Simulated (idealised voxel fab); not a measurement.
process module | voxel double patterning
cross-section cut | 240 nm wide | cells 5 nm
A cross-section is a grid of square cells, given in bands from the top down. A band is one or more rows of cells.
Each band's line starts with the height of the band's top and of its bottom, in nm. Then come its materials from left to right, each with its width in nm. One material with "throughout" fills the band from edge to edge. "air" is empty space.
Height 0 is the level under which the wafer as received is all one material. The lowest band goes on downwards, as in "0 down".
A width such as "30 to 40" changes by the same amount from each row of cells to the next, from the band's top row to its bottom row.
"no change" after a step means that no cell of the cross-section changed.
closed voids: empty space of 8 cells or more with no open way to the top, each as width x height at its distance from the left edge, in nm
after a step's settings: what the simulator itself notes on the step
overlay nm, on a step with a mask: how far to the right of its planned place the mask lay; to the left if negative
plan
1 op RECEIVE | material Si
2 op CONFORMAL_DEP | material SiO2 | thk nm 10
3 op DIRECTIONAL_DEP | material polySi | thk nm 15
4 op DIRECTIONAL_DEP | material SiN | thk nm 10
5 op MASKED_ETCH | tone open | mask id FIRST | width nm 15 | pitch nm 50 | etch materials SiN | depth nm 10 | overlay nm 0
6 op MASKED_ETCH | tone open | mask id SECOND | width nm 15 | pitch nm 50 | etch materials SiN | depth nm 10 | overlay nm 0
7 op DIRECTIONAL_ETCH | etch materials polySi | depth nm 15
8 op STRIP | etch materials SiN
first wafer, as planned
as received, after step 1
  0 down: Si throughout
  closed voids: none
after step 2
  10 to 0: SiO2 throughout
  below 0: unchanged
after step 3
  25 to 10: polySi throughout
  below 10: unchanged
after step 4
  35 to 25: SiN throughout
  below 25: unchanged
after step 5
  35 to 25: SiN 60 | air 15 | SiN 35 | air 15 | SiN 35 | air 15 | SiN 65
  below 25: unchanged
after step 6
  35 to 25: SiN 60 | air 15 | SiN 10 | air 15 | SiN 10 | air 15 | SiN 10 | air 15 | SiN 10 | air 15 | SiN 65
  below 25: unchanged
after step 7
  35 to 25: SiN 60 | air 15 | SiN 10 | air 15 | SiN 10 | air 15 | SiN 10 | air 15 | SiN 10 | air 15 | SiN 65
  25 to 10: polySi 60 | air 15 | polySi 10 | air 15 | polySi 10 | air 15 | polySi 10 | air 15 | polySi 10 | air 15 | polySi 65
  below 10: unchanged
after step 8
  25 to 10: polySi 60 | air 15 | polySi 10 | air 15 | polySi 10 | air 15 | polySi 10 | air 15 | polySi 10 | air 15 | polySi 65
  below 10: unchanged
second wafer: like start, like plan, one mistake. Through step 5 it matches the first wafer
when step 6 should have ended
  35 to 25: air 85 | SiN 15 | air 35 | SiN 15 | air 90
  below 25: unchanged
when step 7 should have ended
  35 to 25: air 85 | SiN 15 | air 35 | SiN 15 | air 90
  25 to 10: air 85 | polySi 15 | air 35 | polySi 15 | air 90
  below 10: unchanged
when step 8 should have ended
  25 to 10: air 85 | polySi 15 | air 35 | polySi 15 | air 90
  below 10: unchanged
what went wrong: step 6 ran as: op MASKED_ETCH | tone cover | mask id SECOND | width nm 15 | pitch nm 50 | etch materials SiN | depth nm 10 | overlay nm 0
at the end the second wafer has, in cells: 81 fewer of polySi
